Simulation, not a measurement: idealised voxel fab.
The following process module bears the name voxel fin reveal.
Section shown: cut. Width: 235 nm. Cell size: 5 nm, square.
Cross-sections here: square-cell grids, written as top-down lists of bands, a band being one or more rows of cells.
Per band: top height and bottom height in nm, followed by the left-to-right materials and their widths in nm; "everywhere" marks a single material spanning edge to edge, "blank" marks empty space.
Height reference: 0 = level under which incoming wafer is all one material. Lowest band: no bottom, runs on downward, e.g. "0 -> down".
You'd read "30->40" like this: the band's top row of cells is as wide as the first number, its bottom row is as wide as the second, and going down, every row changes width by the same amount as the row before did.
For the purposes of this document, the phrase "no change" attached to a step denotes that no cell within the cross-section was modified by that step.
Listed in "Sealed void listing": every empty space of 8 or more cells without an open way to the top. Form: width x height at distance, the distance being from the left edge, all in nm.
Anything after a step's settings on that line? It's the simulator's own note about the step.
Each step line may optionally specify "overlay nm", which for a step with a mask gives the rightward distance between the mask's planned place and where it lay, a negative value indicating the leftward direction.
**Process steps foreseen in the plan**
1. RECEIVE | material Si
2. CONFORMAL_DEP | material SiN | thk nm 5
3. PATTERN | tone cover | mask id FINS | material resist | width nm 15 | pitch nm 40 | thk nm 20 | overlay nm 0
4. DIRECTIONAL_ETCH | etch materials SiN | depth nm 5
5. DIRECTIONAL_ETCH | etch materials Si | depth nm 40
6. STRIP | etch materials resist
7. FILL_DEP | material SiO2 | thk nm 10
8. CMP | height nm 5
9. SELECTIVE_ETCH | etch materials SiO2 | depth nm 30
10. STRIP | etch materials SiN
11. CONFORMAL_DEP | material SiO2 | thk nm 5
**as received, after step 1**
- 0 -> down  Si everywhere
- Sealed void listing: none
**The first of two wafers, cross-sectioned at the end of the module, with the run proceeding as planned**
- 5 -> 0  blank: 45, SiO2: 25, blank: 15, SiO2: 25, blank: 15, SiO2: 25, blank: 15, SiO2: 25, blank: 45
- 0 -> -20  blank: 45, SiO2: 5, Si: 15, SiO2: 5, blank: 15, SiO2: 5, Si: 15, SiO2: 5, blank: 15, SiO2: 5, Si: 15, SiO2: 5, blank: 15, SiO2: 5, Si: 15, SiO2: 5, blank: 45
- -20 -> -40  SiO2: 50, Si: 15, SiO2: 25, Si: 15, SiO2: 25, Si: 15, SiO2: 25, Si: 15, SiO2: 50
- -40 -> down  Si everywhere
- Sealed void listing: none
**Wafer two cross-section, module end. Start and plan unchanged from wafer one; one mistake made during the run**
- 5 -> 0  blank: 45, SiO2: 30, blank: 10, SiO2: 30, blank: 10, SiO2: 30, blank: 10, SiO2: 30, blank: 40
- 0 -> -20  blank: 45, SiO2: 5, Si: 20, SiO2: 5, blank: 10, SiO2: 5, Si: 20, SiO2: 5, blank: 10, SiO2: 5, Si: 20, SiO2: 5, blank: 10, SiO2: 5, Si: 20, SiO2: 5, blank: 40
- -20 -> -40  SiO2: 50, Si: 20, SiO2: 20, Si: 20, SiO2: 20, Si: 20, SiO2: 20, Si: 20, SiO2: 45
- -40 -> down  Si everywhere
- Sealed void listing: none
What went wrong in running the wafer? so step 3 ended up running with a different setting than we planned, it ran as PATTERN | tone cover | mask id FINS | material resist | width nm 20 | pitch nm 40 | thk nm 20 | overlay nm 0
at the end the second wafer has, in cells: +32 Si, -12 SiO2
